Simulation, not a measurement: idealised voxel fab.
process module | voxel self aligned vias
cross-section cut | 225 nm wide | cells 5 nm
A cross-section is a grid of square cells, given in bands from the top down. A band is one or more rows of cells.
Each band's line starts with the height of the band's top and of its bottom, in nm. Then come its materials from left to right, each with its width in nm. One material with "throughout" fills the band from edge to edge. "air" is empty space.
Height 0 is the level under which the wafer as received is all one material. The lowest band goes on downwards, as in "0 down".
A width such as "30 to 40" changes by the same amount from each row of cells to the next, from the band's top row to its bottom row.
"no change" after a step means that no cell of the cross-section changed.
closed voids: empty space of 8 cells or more with no open way to the top, each as width x height at its distance from the left edge, in nm
after a step's settings: what the simulator itself notes on the step
overlay nm, on a step with a mask: how far to the right of its planned place the mask lay; to the left if negative
plan
1 op RECEIVE | material Si
2 op CONFORMAL_DEP | material SiO2 | thk nm 10
3 op CONFORMAL_DEP | material SiCN | thk nm 5
4 op DIRECTIONAL_DEP | material lowk | thk nm 30
5 op MASKED_ETCH | tone open | mask id LINES | width nm 30 | pitch nm 70 | etch materials lowk | depth nm 30 | overlay nm 0
6 op CONFORMAL_DEP | material TiN | thk nm 5
7 op FILL_DEP | material W | thk nm 10
8 op CMP | height nm 45
9 op SELECTIVE_ETCH | etch materials W Ru TiN | depth nm 10
10 op FILL_DEP | material SiN | thk nm 10
11 op CMP | height nm 45
12 op DIRECTIONAL_DEP | material lowk | thk nm 15
13 op MASKED_ETCH | tone open | mask id VIAS | width nm 40 | pitch nm 70 | etch materials lowk | depth nm 15 | overlay nm 0
14 op MASKED_ETCH | tone open | mask id VIAS | width nm 40 | pitch nm 70 | etch materials SiN | depth nm 10 | overlay nm 0
15 op CONFORMAL_DEP | material TiN | thk nm 5
16 op FILL_DEP | material W | thk nm 5
17 op CMP | height nm 60
18 op CONFORMAL_DEP | material SiCN | thk nm 5
as received, after step 1
  0 down: Si throughout
  closed voids: none
first wafer at the end, as planned
  65 to 60: SiCN throughout
  60 to 50: lowk 55 | TiN 5 | W 30 | TiN 5 | lowk 30 | TiN 5 | W 30 | TiN 5 | lowk 60
  50 to 40: lowk 55 to 60 | TiN 10 to 5 | W 20 | TiN 10 to 5 | lowk 30 to 40 | TiN 10 to 5 | W 20 | TiN 10 to 5 | lowk 60 to 65
  40 to 35: lowk 60 | TiN 30 | lowk 40 | TiN 30 | lowk 65
  35 to 20: lowk 60 | TiN 5 | W 20 | TiN 5 | lowk 40 | TiN 5 | W 20 | TiN 5 | lowk 65
  20 to 15: lowk 60 | TiN 30 | lowk 40 | TiN 30 | lowk 65
  15 to 10: SiCN throughout
  10 to 0: SiO2 throughout
  0 down: Si throughout
  closed voids: none
second wafer at the end: like start, like plan, one mistake
  65 to 60: SiCN throughout
  60 to 50: W 50 | TiN 5 | lowk 40 | TiN 5 | W 20 | TiN 5 | lowk 40 | TiN 5 | W 55
  50 to 45: TiN 55 | lowk 40 | TiN 30 | lowk 40 | TiN 60
  45 to 35: lowk 60 | SiN 30 | lowk 40 | SiN 30 | lowk 65
  35 to 20: lowk 60 | TiN 5 | W 20 | TiN 5 | lowk 40 | TiN 5 | W 20 | TiN 5 | lowk 65
  20 to 15: lowk 60 | TiN 30 | lowk 40 | TiN 30 | lowk 65
  15 to 10: SiCN throughout
  10 to 0: SiO2 throughout
  0 down: Si throughout
  closed voids: none
what went wrong: step 13 ran as: op MASKED_ETCH | tone cover | mask id VIAS | width nm 40 | pitch nm 70 | etch materials lowk | depth nm 15 | overlay nm 0
at the end the second wafer has, in cells: 24 more of SiN | 5 more of TiN | 10 more of W | 39 fewer of lowk
